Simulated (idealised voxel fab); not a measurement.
The name of this process module is voxel trench capacitor.
Cross-section cut spans 140 nm and uses square cells 5 nm in size.
Cross-sections here: square-cell grids, written as top-down lists of bands, a band being one or more rows of cells. Band: top and bottom heights (nm) first, top before bottom; then materials from left to right, widths in nm. "edge to edge" marks a sole material filling the band edge to edge. "air" denotes empty space. Below 0: as-received wafer, all one material; heights counted from there. Lowest band: no bottom, goes on down, written "top 0, no bottom". The two numbers in a width such as "30 to 40" mark its ends across the band: the first belongs to the top row of cells, the second to the bottom row, and from each row to the next the width moves by the same amount. "nothing different" means the step left every cell of the cross-section as it was. Any empty space of 8 cells or more lacking an open way to the top shows up in "closed voids" as width x height at distance, distance from the left edge, in nm. On a step's line, text after the settings is the simulator commenting on that step. overlay nm: on a step with a mask, how far right of its planned place the mask lay; negative means left.
plan:
1 RECEIVE,material Si
2 CONFORMAL_DEP,material SiN,thk nm 10
3 PATTERN,tone open,mask id TRENCH,material resist,width nm 30,pitch nm 55,thk nm 20,overlay nm -10
4 DIRECTIONAL_ETCH,etch materials SiN,depth nm 10
5 DIRECTIONAL_ETCH,etch materials Si,depth nm 35
6 STRIP,etch materials resist
7 CONFORMAL_DEP,material HfO2,thk nm 5
8 CONFORMAL_DEP,material TiN,thk nm 5
9 FILL_DEP,material W,thk nm 10
10 CMP,height nm 10
Don't read the plan's overlay nm for step 3 as applying to every wafer: that's the first wafer's value, and the wafers differ in it, though they all start identical.
Cross-sectional view of the first of several wafers in the as-received condition, corresponding to the state following step 1:
    top 0, no bottom = Si edge to edge
    closed voids: none
Module finished, last step 10 done: cross-section of the first of several wafers:
    top 10, bottom 0 = 15 SiN / 5 HfO2 / 5 TiN / 10 W / 5 TiN / 5 HfO2 / 25 SiN / 5 HfO2 / 5 TiN / 10 W / 5 TiN / 5 HfO2 / 40 SiN
    top 0, bottom -25 = 15 Si / 5 HfO2 / 5 TiN / 10 W / 5 TiN / 5 HfO2 / 25 Si / 5 HfO2 / 5 TiN / 10 W / 5 TiN / 5 HfO2 / 40 Si
    top -25, bottom -30 = 15 Si / 5 HfO2 / 20 TiN / 5 HfO2 / 25 Si / 5 HfO2 / 20 TiN / 5 HfO2 / 40 Si
    top -30, bottom -35 = 15 Si / 30 HfO2 / 25 Si / 30 HfO2 / 40 Si
    top -35, no bottom = Si edge to edge
    closed voids: none
Cross-section, last wafer, module completion:
    top 10, bottom 0 = 40 SiN / 5 HfO2 / 5 TiN / 10 W / 5 TiN / 5 HfO2 / 25 SiN / 5 HfO2 / 5 TiN / 10 W / 5 TiN / 5 HfO2 / 15 SiN
    top 0, bottom -25 = 40 Si / 5 HfO2 / 5 TiN / 10 W / 5 TiN / 5 HfO2 / 25 Si / 5 HfO2 / 5 TiN / 10 W / 5 TiN / 5 HfO2 / 15 Si
    top -25, bottom -30 = 40 Si / 5 HfO2 / 20 TiN / 5 HfO2 / 25 Si / 5 HfO2 / 20 TiN / 5 HfO2 / 15 Si
    top -30, bottom -35 = 40 Si / 30 HfO2 / 25 Si / 30 HfO2 / 15 Si
    top -35, no bottom = Si edge to edge
    closed voids: none
Rows = wafers. At module end, each row lists per material the cells gained (+) or lost (-) since the wafer was received, then the closed voids:
overlay nm -10 | +44 HfO2 | -84 Si | +32 SiN | +36 TiN | +28 W | closed voids: none
overlay nm -5 | +44 HfO2 | -84 Si | +32 SiN | +36 TiN | +28 W | closed voids: none
overlay nm 0 | +44 HfO2 | -84 Si | +32 SiN | +36 TiN | +28 W | closed voids: none
overlay nm 5 | +44 HfO2 | -84 Si | +32 SiN | +36 TiN | +28 W | closed voids: none
overlay nm 10 | +44 HfO2 | -84 Si | +32 SiN | +36 TiN | +28 W | closed voids: none
overlay nm 15 | +44 HfO2 | -84 Si | +32 SiN | +36 TiN | +28 W | closed voids: none
